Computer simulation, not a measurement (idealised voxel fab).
Proc. module: voxel self aligned contacts
Each square cell in cross-section cut measures 5 nm, and the section as a whole is 160 nm wide.
Cross-section layout: square cells on a grid; listed as bands, top to bottom; a band spans one or more cell rows. In this notation a band is specified by the heights of its top and bottom, in that order and in nm, after which its materials appear from left to right, each paired with its width in nm. The word "full width" attached to a single material means that material fills the band from edge to edge; the word "empty" stands for empty space. Zero point of the height axis is 0; under it, received wafer = one material. Lowest band: continues down indefinitely, "0 and below". The width entry "30 to 40" should be interpreted row by row: the top row of cells in the band takes the first number, the bottom row takes the second number, and the change between adjacent rows is uniform throughout. The designation "nothing altered", where it is given for a processing step, indicates that no cell of the cross-section was altered in the course of that step. Closed-off voids of 8+ cells (no open route to the top) go in "Closed void list", written width x height at distance from the left edge, in nm. Formally, on a step line, whatever follows the settings is a remark that the simulator itself makes on the step. A step line may carry the setting "overlay nm", which, for steps involving a mask, states the distance by which the mask lay to the right of its intended position; negative values denote displacement to the left.
**The steps planned for the process are as follows**
1. RECEIVE [material Si]
2. OXIDIZE [depth nm 5]
3. DIRECTIONAL_DEP [material polySi] [thk nm 30]
4. DIRECTIONAL_DEP [material SiN] [thk nm 25]
5. PATTERN [tone cover] [mask id GATE] [material resist] [width nm 35] [pitch nm 70] [thk nm 20] [overlay nm 0]
6. DIRECTIONAL_ETCH [etch materials SiN] [depth nm 25]
7. DIRECTIONAL_ETCH [etch materials polySi] [depth nm 30]
8. STRIP [etch materials resist]
9. CONFORMAL_DEP [material SiN] [thk nm 10]
10. DIRECTIONAL_ETCH [etch materials SiN] [depth nm 10]
11. FILL_DEP [material SiO2] [thk nm 15]
12. CMP [height nm 65]
13. DIRECTIONAL_DEP [material aC] [thk nm 15]
14. PATTERN [tone open] [mask id CONTACT] [material resist] [width nm 45] [thk nm 35] [overlay nm 0]
15. DIRECTIONAL_ETCH [etch materials aC] [depth nm 15]
16. STRIP [etch materials resist]
17. DIRECTIONAL_ETCH [etch materials SiO2] [depth nm 70]
18. STRIP [etch materials aC]
19. CONFORMAL_DEP [material TiN] [thk nm 5]
20. FILL_DEP [material W] [thk nm 10]
21. CMP [height nm 65]
22. CONFORMAL_DEP [material SiN] [thk nm 5]
**As received (post step 1): cross-section**
  0 and below = Si full width
  Closed void list: none
**End-of-module cross-section of the first of two wafers, processed as planned**
  70 down to 65 = SiN full width
  65 down to 55 = 55 nm SiO2  5 to 20 nm TiN  35 to 5 nm W  5 to 20 nm TiN  60 nm SiO2
  55 down to 30 = 15 nm SiO2  55 nm SiN  5 nm TiN  5 nm W  5 nm TiN  55 nm SiN  20 nm SiO2
  30 down to 0 = 15 nm SiO2  10 nm SiN  35 nm polySi  10 nm SiN  5 nm TiN  5 nm W  5 nm TiN  10 nm SiN  35 nm polySi  10 nm SiN  20 nm SiO2
  0 down to -5 = 70 nm SiO2  15 nm TiN  75 nm SiO2
  -5 and below = Si full width
  Closed void list: none
**What the second wafer looks like in cross-section once the module is done. Its start and its plan matched the first wafer's exactly; what differed was one mistake in how it was run**
  70 down to 65 = SiN full width
  65 down to 55 = 55 nm SiO2  5 to 20 nm aC  35 to 5 nm W  5 to 20 nm aC  60 nm SiO2
  55 down to 30 = 15 nm SiO2  55 nm SiN  5 nm aC  5 nm W  5 nm aC  55 nm SiN  20 nm SiO2
  30 down to 0 = 15 nm SiO2  10 nm SiN  35 nm polySi  10 nm SiN  5 nm aC  5 nm W  5 nm aC  10 nm SiN  35 nm polySi  10 nm SiN  20 nm SiO2
  0 down to -5 = 70 nm SiO2  15 nm aC  75 nm SiO2
  -5 and below = Si full width
  Closed void list: none
Error vs. plan: step 19 deviated from plan and actually ran as CONFORMAL_DEP [material aC] [thk nm 5]
The closing comparison, in cells, has the second wafer with more or fewer of some materials than the first: -35 TiN, +35 aC
